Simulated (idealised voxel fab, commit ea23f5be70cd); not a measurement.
process module | voxel local oxidation
cross-section cut | 250 nm wide | cells 5 nm
A cross-section is a grid of square cells, given in bands from the top down. A band is one or more rows of cells.
Each band's line starts with the height of the band's top and of its bottom, in nm. Then come its materials from left to right, each with its width in nm. One material with "throughout" fills the band from edge to edge. "air" is empty space.
Height 0 is the level under which the wafer as received is all one material. The lowest band goes on downwards, as in "0 down".
A width such as "30 to 40" changes by the same amount from each row of cells to the next, from the band's top row to its bottom row.
"no change" after a step means that no cell of the cross-section changed.
closed voids: empty space of 8 cells or more with no open way to the top, each as width x height at its distance from the left edge, in nm
after a step's settings: what the simulator itself notes on the step
overlay nm, on a step with a mask: how far to the right of its planned place the mask lay; to the left if negative
plan
1 op RECEIVE | material Si
2 op OXIDIZE | depth nm 5
3 op CONFORMAL_DEP | material SiN | thk nm 15
4 op DIRECTIONAL_DEP | material aC | thk nm 15
5 op PATTERN | tone cover | mask id ACTIVE | material resist | width nm 95 | thk nm 35 | overlay nm 0
6 op DIRECTIONAL_ETCH | etch materials aC | depth nm 15
7 op STRIP | etch materials resist
8 op DIRECTIONAL_ETCH | etch materials SiN | depth nm 15
9 op STRIP | etch materials aC
10 op SELECTIVE_ETCH | etch materials SiO2 | depth nm 5
11 op OXIDIZE | depth nm 10
12 op STRIP | etch materials SiN
first wafer, as planned
as received, after step 1
  0 down: Si throughout
  closed voids: none
after step 2
  0 to -5: SiO2 throughout
  below -5: unchanged
after step 3
  15 to 0: SiN throughout
  below 0: unchanged
after step 4
  30 to 15: aC throughout
  below 15: unchanged
after step 5
  65 to 30: air 75 | resist 95 | air 80
  below 30: unchanged
after step 6
  50 to 30: air 75 | resist 95 | air 80
  30 to 15: air 75 | aC 95 | air 80
  below 15: unchanged
after step 7
  30 to 15: air 75 | aC 95 | air 80
  below 15: unchanged
after step 8
  30 to 15: air 75 | aC 95 | air 80
  15 to 0: air 75 | SiN 95 | air 80
  below 0: unchanged
after step 9
  15 to 0: air 75 | SiN 95 | air 80
  below 0: unchanged
after step 10
  15 to 0: air 75 | SiN 95 | air 80
  0 to -5: air 80 | SiO2 85 | air 85
  below -5: unchanged
after step 11
  15 to 0: air 75 | SiN 95 | air 80
  0 to -5: air 80 | SiO2 85 | air 85
  -5 to -15: SiO2 90 | Si 65 | SiO2 95
  below -15: unchanged
after step 12
  0 to -5: air 80 | SiO2 85 | air 85
  below -5: unchanged
second wafer: like start, like plan, one mistake. Through step 6 it matches the first wafer
when step 7 should have ended: no change
when step 8 should have ended
  50 to 30: air 75 | resist 95 | air 80
  30 to 15: air 75 | aC 95 | air 80
  15 to 0: air 75 | SiN 95 | air 80
  below 0: unchanged
when step 9 should have ended
  15 to 0: air 75 | SiN 95 | air 80
  below 0: unchanged
when step 10 should have ended
  15 to 0: air 75 | SiN 95 | air 80
  0 to -5: air 80 | SiO2 85 | air 85
  below -5: unchanged
when step 11 should have ended
  15 to 0: air 75 | SiN 95 | air 80
  0 to -5: air 80 | SiO2 85 | air 85
  -5 to -15: SiO2 90 | Si 65 | SiO2 95
  below -15: unchanged
when step 12 should have ended
  0 to -5: air 80 | SiO2 85 | air 85
  below -5: unchanged
what went wrong: step 7 was left out
at the end the two cross-sections are the same: no effect in what this model computes
